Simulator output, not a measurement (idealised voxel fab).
process module | voxel self aligned contacts
cross-section cut | 235 nm wide | cells 5 nm
A cross-section is a grid of square cells, given in bands from the top down. A band is one or more rows of cells.
Each band's line starts with the height of the band's top and of its bottom, in nm. Then come its materials from left to right, each with its width in nm. One material with "throughout" fills the band from edge to edge. "air" is empty space.
Height 0 is the level under which the wafer as received is all one material. The lowest band goes on downwards, as in "0 down".
A width such as "30 to 40" changes by the same amount from each row of cells to the next, from the band's top row to its bottom row.
"no change" after a step means that no cell of the cross-section changed.
closed voids: empty space of 8 cells or more with no open way to the top, each as width x height at its distance from the left edge, in nm
after a step's settings: what the simulator itself notes on the step
overlay nm, on a step with a mask: how far to the right of its planned place the mask lay; to the left if negative
plan
1 op RECEIVE | material Si
2 op CONFORMAL_DEP | material SiO2 | thk nm 5
3 op DIRECTIONAL_DEP | material polySi | thk nm 25
4 op DIRECTIONAL_DEP | material SiN | thk nm 20
5 op PATTERN | tone cover | mask id GATE | material resist | width nm 25 | pitch nm 55 | thk nm 15 | overlay nm 0
6 op DIRECTIONAL_ETCH | etch materials SiN | depth nm 20
7 op DIRECTIONAL_ETCH | etch materials polySi | depth nm 25
8 op STRIP | etch materials resist
9 op CONFORMAL_DEP | material SiN | thk nm 5
10 op DIRECTIONAL_ETCH | etch materials SiN | depth nm 5
11 op FILL_DEP | material SiO2 | thk nm 15
12 op CMP | height nm 55
13 op PATTERN | tone open | mask id CONTACT | material resist | width nm 40 | pitch nm 55 | thk nm 20 | overlay nm -15
14 op DIRECTIONAL_ETCH | etch materials SiO2 | depth nm 55
15 op STRIP | etch materials resist
16 op CONFORMAL_DEP | material TiN | thk nm 5
17 op FILL_DEP | material W | thk nm 10
18 op CMP | height nm 55
19 op CONFORMAL_DEP | material SiN | thk nm 5
varied across the wafers: overlay nm of step 13. The plan shows the first wafer's value. All wafers start alike
first wafer as received, after step 1
  0 down: Si throughout
  closed voids: none
each wafer at the end: cells of each material gained (+) or lost (-) since it was received, then its closed voids
overlay nm -15 | +161 SiN | +252 SiO2 | +56 TiN | +20 W | +75 polySi | closed voids: none
overlay nm -10 | +161 SiN | +232 SiO2 | +56 TiN | +40 W | +75 polySi | closed voids: none
overlay nm -5 | +161 SiN | +232 SiO2 | +56 TiN | +40 W | +75 polySi | closed voids: none
overlay nm 0 | +161 SiN | +232 SiO2 | +56 TiN | +40 W | +75 polySi | closed voids: none
overlay nm 5 | +161 SiN | +232 SiO2 | +56 TiN | +40 W | +75 polySi | closed voids: none
overlay nm 10 | +161 SiN | +232 SiO2 | +56 TiN | +40 W | +75 polySi | closed voids: none
overlay nm 15 | +161 SiN | +252 SiO2 | +56 TiN | +20 W | +75 polySi | closed voids: none
